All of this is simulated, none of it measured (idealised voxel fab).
process module | voxel wiring stack
cross-section cut | 230 nm wide | cells 5 nm
A cross-section is a grid of square cells, given in bands from the top down. A band is one or more rows of cells.
Each band's line starts with the height of the band's top and of its bottom, in nm. Then come its materials from left to right, each with its width in nm. One material with "throughout" fills the band from edge to edge. "air" is empty space.
Height 0 is the level under which the wafer as received is all one material. The lowest band goes on downwards, as in "0 down".
A width such as "30 to 40" changes by the same amount from each row of cells to the next, from the band's top row to its bottom row.
"no change" after a step means that no cell of the cross-section changed.
closed voids: empty space of 8 cells or more with no open way to the top, each as width x height at its distance from the left edge, in nm
after a step's settings: what the simulator itself notes on the step
overlay nm, on a step with a mask: how far to the right of its planned place the mask lay; to the left if negative
plan
1 op RECEIVE | material Si
2 op CONFORMAL_DEP | material SiO2 | thk nm 10
3 op DIRECTIONAL_DEP | material TiN | thk nm 5
4 op DIRECTIONAL_DEP | material W | thk nm 25
5 op DIRECTIONAL_DEP | material aC | thk nm 15
6 op PATTERN | tone cover | mask id METAL_1 | material resist | width nm 20 | pitch nm 45 | thk nm 35 | overlay nm 0
7 op DIRECTIONAL_ETCH | etch materials aC | depth nm 15
8 op STRIP | etch materials resist
9 op DIRECTIONAL_ETCH | etch materials W | depth nm 25
10 op DIRECTIONAL_ETCH | etch materials TiN | depth nm 5
11 op STRIP | etch materials aC
12 op CONFORMAL_DEP | material SiCN | thk nm 5
13 op FILL_DEP | material lowk | thk nm 5
14 op CMP | height nm 40
15 op CONFORMAL_DEP | material SiCN | thk nm 5
16 op DIRECTIONAL_DEP | material SiO2 | thk nm 25
17 op MASKED_ETCH | tone open | mask id METAL_2 | width nm 20 | pitch nm 45 | etch materials SiO2 | depth nm 15 | overlay nm 0
18 op PATTERN | tone open | mask id METAL_2_HOLES | material resist | width nm 15 | pitch nm 90 | thk nm 15 | overlay nm 0
19 op DIRECTIONAL_ETCH | etch materials SiO2 | depth nm 10
20 op DIRECTIONAL_ETCH | etch materials SiCN | depth nm 5
21 op STRIP | etch materials resist
22 op CONFORMAL_DEP | material TiN | thk nm 5
23 op FILL_DEP | material Cu | thk nm 5
24 op CMP | height nm 70
25 op CONFORMAL_DEP | material SiCN | thk nm 5
as received, after step 1
  0 down: Si throughout
  closed voids: none
a wafer at the end: this start, this plan, one mistake
  75 to 70: SiCN throughout
  70 to 60: SiO2 35 | TiN 5 | Cu 10 | TiN 5 | SiO2 25 | TiN 5 | Cu 10 | TiN 5 | SiO2 25 | TiN 5 | Cu 10 | TiN 5 | SiO2 25 | TiN 5 | Cu 10 | TiN 5 | SiO2 40
  60 to 55: SiO2 35 | TiN 5 | Cu 5 | TiN 10 | SiO2 25 | TiN 20 | SiO2 25 | TiN 5 | Cu 5 | TiN 10 | SiO2 25 | TiN 20 | SiO2 40
  55 to 45: SiO2 35 | TiN 5 | Cu 5 | TiN 5 | SiO2 75 | TiN 5 | Cu 5 | TiN 5 | SiO2 90
  45 to 40: SiCN 35 | TiN 15 | SiCN 75 | TiN 15 | SiCN 90
  40 to 15: SiO2 throughout
  15 to 10: TiN throughout
  10 to 0: SiO2 throughout
  0 down: Si throughout
  closed voids: none
what went wrong: step 4 ran as: op DIRECTIONAL_DEP | material SiO2 | thk nm 25
